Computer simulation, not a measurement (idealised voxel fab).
Process module heading - voxel gate over fins
In the cross-section labelled cut, the width is 280 nm and each square cell is 5 nm.
Cross-section spec: square-cell grid; bands listed top down; each band is one or more rows.
A band entry consists of two parts. The first gives the height of the band's top and the height of its bottom, in nm. The rest lists the band's materials from left to right, each with its width in nm. A single material labelled with the word "everywhere" fills the band from edge to edge, and the word "air" marks empty space.
Note: height 0 marks the level under which the wafer is uniformly one material as received. Lowest band unbounded below, written "0..down".
A two-number width, for instance "30 to 40", indicates that the width is equal to the first number in the top row of the band and to the second number in the bottom row, and that it changes by a constant amount per row of cells.
"no change" -> step changed no cross-section cell.
"Enclosed void list" means: voids of 8 cells or more that are shut off from the top with no open way through. Written width x height at distance, distance from the left edge, in nm.
Post-settings text on a step line: simulator's own remark regarding the step.
overlay nm: mask right of planned place by this much (step with mask). Neg. = left.
THIS SECTION LISTS THE PROCESS STEPS THAT WERE PLANNED
1: RECEIVE, material Si
2: CONFORMAL_DEP, material SiN, thk nm 10
3: PATTERN, tone cover, mask id FINS, material resist, width nm 15, pitch nm 45, thk nm 20, overlay nm 0
4: DIRECTIONAL_ETCH, etch materials SiN, depth nm 10
5: DIRECTIONAL_ETCH, etch materials Si, depth nm 35
6: STRIP, etch materials resist
7: OXIDIZE, depth nm 5
8: FILL_DEP, material SiO2, thk nm 10
9: CMP, height nm 10
10: SELECTIVE_ETCH, etch materials SiO2, depth nm 20
11: STRIP, etch materials SiN
12: CONFORMAL_DEP, material HfO2, thk nm 5
13: CONFORMAL_DEP, material TiN, thk nm 5
14: CONFORMAL_DEP, material TiAl, thk nm 5
15: CONFORMAL_DEP, material TiN, thk nm 5
16: FILL_DEP, material W, thk nm 10
17: CMP, height nm 25
18: CONFORMAL_DEP, material SiN, thk nm 10
FIRST OF TWO WAFERS: RUN AS PLANNED
CROSS-SECTIONAL VIEW OF THE WAFER IN ITS AS-RECEIVED CONDITION, CORRESPONDING TO THE STATE AFTER STEP 1
    0..down  Si everywhere
    Enclosed void list: none
CROSS-SECTION OF THE WAFER SUBSEQUENT TO STEP 2
    10..0  SiN everywhere
    below 0: unchanged
CROSS-SECTION OF THE WAFER SUBSEQUENT TO STEP 3
    30..10  air 110; resist 15; air 30; resist 15; air 110
    below 10: unchanged
CROSS-SECTION OF THE WAFER SUBSEQUENT TO STEP 4
    30..10  air 110; resist 15; air 30; resist 15; air 110
    10..0  air 110; SiN 15; air 30; SiN 15; air 110
    below 0: unchanged
CROSS-SECTION OF THE WAFER SUBSEQUENT TO STEP 5
    30..10  air 110; resist 15; air 30; resist 15; air 110
    10..0  air 110; SiN 15; air 30; SiN 15; air 110
    0..-35  air 110; Si 15; air 30; Si 15; air 110
    below -35: unchanged
CROSS-SECTION OF THE WAFER SUBSEQUENT TO STEP 6
    10..0  air 110; SiN 15; air 30; SiN 15; air 110
    below 0: unchanged
CROSS-SECTION OF THE WAFER SUBSEQUENT TO STEP 7
    10..0  air 110; SiN 15; air 30; SiN 15; air 110
    0..-35  air 110; SiO2 5; Si 5; SiO2 5; air 30; SiO2 5; Si 5; SiO2 5; air 110
    -35..-40  SiO2 115; Si 5; SiO2 40; Si 5; SiO2 115
    below -40: unchanged
CROSS-SECTION OF THE WAFER SUBSEQUENT TO STEP 8
    20..10  SiO2 everywhere
    10..0  SiO2 110; SiN 15; SiO2 30; SiN 15; SiO2 110
    0..-40  SiO2 115; Si 5; SiO2 40; Si 5; SiO2 115
    below -40: unchanged
CROSS-SECTION OF THE WAFER SUBSEQUENT TO STEP 9
    10..0  SiO2 110; SiN 15; SiO2 30; SiN 15; SiO2 110
    below 0: unchanged
CROSS-SECTION OF THE WAFER SUBSEQUENT TO STEP 10
    10..0  air 110; SiN 15; air 30; SiN 15; air 110
    0..-10  air 115; Si 5; air 40; Si 5; air 115
    below -10: unchanged
CROSS-SECTION OF THE WAFER SUBSEQUENT TO STEP 11
    0..-10  air 115; Si 5; air 40; Si 5; air 115
    below -10: unchanged
CROSS-SECTION OF THE WAFER SUBSEQUENT TO STEP 12
    5..0  air 110; HfO2 15; air 30; HfO2 15; air 110
    0..-5  air 110; HfO2 5; Si 5; HfO2 5; air 30; HfO2 5; Si 5; HfO2 5; air 110
    -5..-10  HfO2 115; Si 5; HfO2 40; Si 5; HfO2 115
    below -10: unchanged
CROSS-SECTION OF THE WAFER SUBSEQUENT TO STEP 13
    10..5  air 105; TiN 25; air 20; TiN 25; air 105
    5..0  air 105; TiN 5; HfO2 15; TiN 5; air 20; TiN 5; HfO2 15; TiN 5; air 105
    0..-5  TiN 110; HfO2 5; Si 5; HfO2 5; TiN 30; HfO2 5; Si 5; HfO2 5; TiN 110
    below -5: unchanged
CROSS-SECTION OF THE WAFER SUBSEQUENT TO STEP 14
    15..10  air 100; TiAl 35; air 10; TiAl 35; air 100
    10..5  air 100; TiAl 5; TiN 25; TiAl 5; air 10; TiAl 5; TiN 25; TiAl 5; air 100
    5..0  TiAl 105; TiN 5; HfO2 15; TiN 5; TiAl 20; TiN 5; HfO2 15; TiN 5; TiAl 105
    below 0: unchanged
CROSS-SECTION OF THE WAFER SUBSEQUENT TO STEP 15
    20..15  air 95; TiN 90; air 95
    15..10  air 95; TiN 5; TiAl 35; TiN 10; TiAl 35; TiN 5; air 95
    10..5  TiN 100; TiAl 5; TiN 25; TiAl 5; TiN 10; TiAl 5; TiN 25; TiAl 5; TiN 100
    below 5: unchanged
CROSS-SECTION OF THE WAFER SUBSEQUENT TO STEP 16
    30..20  W everywhere
    20..15  W 95; TiN 90; W 95
    15..10  W 95; TiN 5; TiAl 35; TiN 10; TiAl 35; TiN 5; W 95
    below 10: unchanged
CROSS-SECTION OF THE WAFER SUBSEQUENT TO STEP 17
    25..20  W everywhere
    below 20: unchanged
CROSS-SECTION OF THE WAFER SUBSEQUENT TO STEP 18
    35..25  SiN everywhere
    below 25: unchanged
WAFER TWO OF TWO - SAME STARTING POINT, SAME PROCESS PLAN, ONE MISTAKE IN EXECUTION; MATCHES WAFER ONE UP TO AND INCLUDING STEP 2
SECOND WAFER, SECTION VIEW, TIME POINT: SCHEDULED END OF STEP 3
    30..10  air 110; resist 20; air 25; resist 20; air 105
    below 10: unchanged
SECOND WAFER, SECTION VIEW, TIME POINT: SCHEDULED END OF STEP 4
    30..10  air 110; resist 20; air 25; resist 20; air 105
    10..0  air 110; SiN 20; air 25; SiN 20; air 105
    below 0: unchanged
SECOND WAFER, SECTION VIEW, TIME POINT: SCHEDULED END OF STEP 5
    30..10  air 110; resist 20; air 25; resist 20; air 105
    10..0  air 110; SiN 20; air 25; SiN 20; air 105
    0..-35  air 110; Si 20; air 25; Si 20; air 105
    below -35: unchanged
SECOND WAFER, SECTION VIEW, TIME POINT: SCHEDULED END OF STEP 6
    10..0  air 110; SiN 20; air 25; SiN 20; air 105
    below 0: unchanged
SECOND WAFER, SECTION VIEW, TIME POINT: SCHEDULED END OF STEP 7
    10..0  air 110; SiN 20; air 25; SiN 20; air 105
    0..-35  air 110; SiO2 5; Si 10; SiO2 5; air 25; SiO2 5; Si 10; SiO2 5; air 105
    -35..-40  SiO2 115; Si 10; SiO2 35; Si 10; SiO2 110
    below -40: unchanged
SECOND WAFER, SECTION VIEW, TIME POINT: SCHEDULED END OF STEP 8
    20..10  SiO2 everywhere
    10..0  SiO2 110; SiN 20; SiO2 25; SiN 20; SiO2 105
    0..-40  SiO2 115; Si 10; SiO2 35; Si 10; SiO2 110
    below -40: unchanged
SECOND WAFER, SECTION VIEW, TIME POINT: SCHEDULED END OF STEP 9
    10..0  SiO2 110; SiN 20; SiO2 25; SiN 20; SiO2 105
    below 0: unchanged
SECOND WAFER, SECTION VIEW, TIME POINT: SCHEDULED END OF STEP 10
    10..0  air 110; SiN 20; air 25; SiN 20; air 105
    0..-10  air 115; Si 10; air 35; Si 10; air 110
    below -10: unchanged
SECOND WAFER, SECTION VIEW, TIME POINT: SCHEDULED END OF STEP 11
    0..-10  air 115; Si 10; air 35; Si 10; air 110
    below -10: unchanged
SECOND WAFER, SECTION VIEW, TIME POINT: SCHEDULED END OF STEP 12
    5..0  air 110; HfO2 20; air 25; HfO2 20; air 105
    0..-5  air 110; HfO2 5; Si 10; HfO2 5; air 25; HfO2 5; Si 10; HfO2 5; air 105
    -5..-10  HfO2 115; Si 10; HfO2 35; Si 10; HfO2 110
    below -10: unchanged
SECOND WAFER, SECTION VIEW, TIME POINT: SCHEDULED END OF STEP 13
    10..5  air 105; TiN 30; air 15; TiN 30; air 100
    5..0  air 105; TiN 5; HfO2 20; TiN 5; air 15; TiN 5; HfO2 20; TiN 5; air 100
    0..-5  TiN 110; HfO2 5; Si 10; HfO2 5; TiN 25; HfO2 5; Si 10; HfO2 5; TiN 105
    below -5: unchanged
SECOND WAFER, SECTION VIEW, TIME POINT: SCHEDULED END OF STEP 14
    15..10  air 100; TiAl 40; air 5; TiAl 40; air 95
    10..5  air 100; TiAl 5; TiN 30; TiAl 5; air 5; TiAl 5; TiN 30; TiAl 5; air 95
    5..0  TiAl 105; TiN 5; HfO2 20; TiN 5; TiAl 15; TiN 5; HfO2 20; TiN 5; TiAl 100
    below 0: unchanged
SECOND WAFER, SECTION VIEW, TIME POINT: SCHEDULED END OF STEP 15
    20..15  air 95; TiN 95; air 90
    15..10  air 95; TiN 5; TiAl 40; TiN 5; TiAl 40; TiN 5; air 90
    10..5  TiN 100; TiAl 5; TiN 30; TiAl 5; TiN 5; TiAl 5; TiN 30; TiAl 5; TiN 95
    below 5: unchanged
SECOND WAFER, SECTION VIEW, TIME POINT: SCHEDULED END OF STEP 16
    30..20  W everywhere
    20..15  W 95; TiN 95; W 90
    15..10  W 95; TiN 5; TiAl 40; TiN 5; TiAl 40; TiN 5; W 90
    below 10: unchanged
SECOND WAFER, SECTION VIEW, TIME POINT: SCHEDULED END OF STEP 17
    25..20  W everywhere
    below 20: unchanged
SECOND WAFER, SECTION VIEW, TIME POINT: SCHEDULED END OF STEP 18
    35..25  SiN everywhere
    below 25: unchanged
Misprocessing identified: step 3 changed vs plan, executed as PATTERN, tone cover, mask id FINS, material resist, width nm 20, pitch nm 45, thk nm 20, overlay nm 0
In the final state, the cell counts of the second wafer exceed or fall short of those of the first for the following materials: 16 more of Si; 12 fewer of SiO2; 2 fewer of TiN; 2 fewer of W
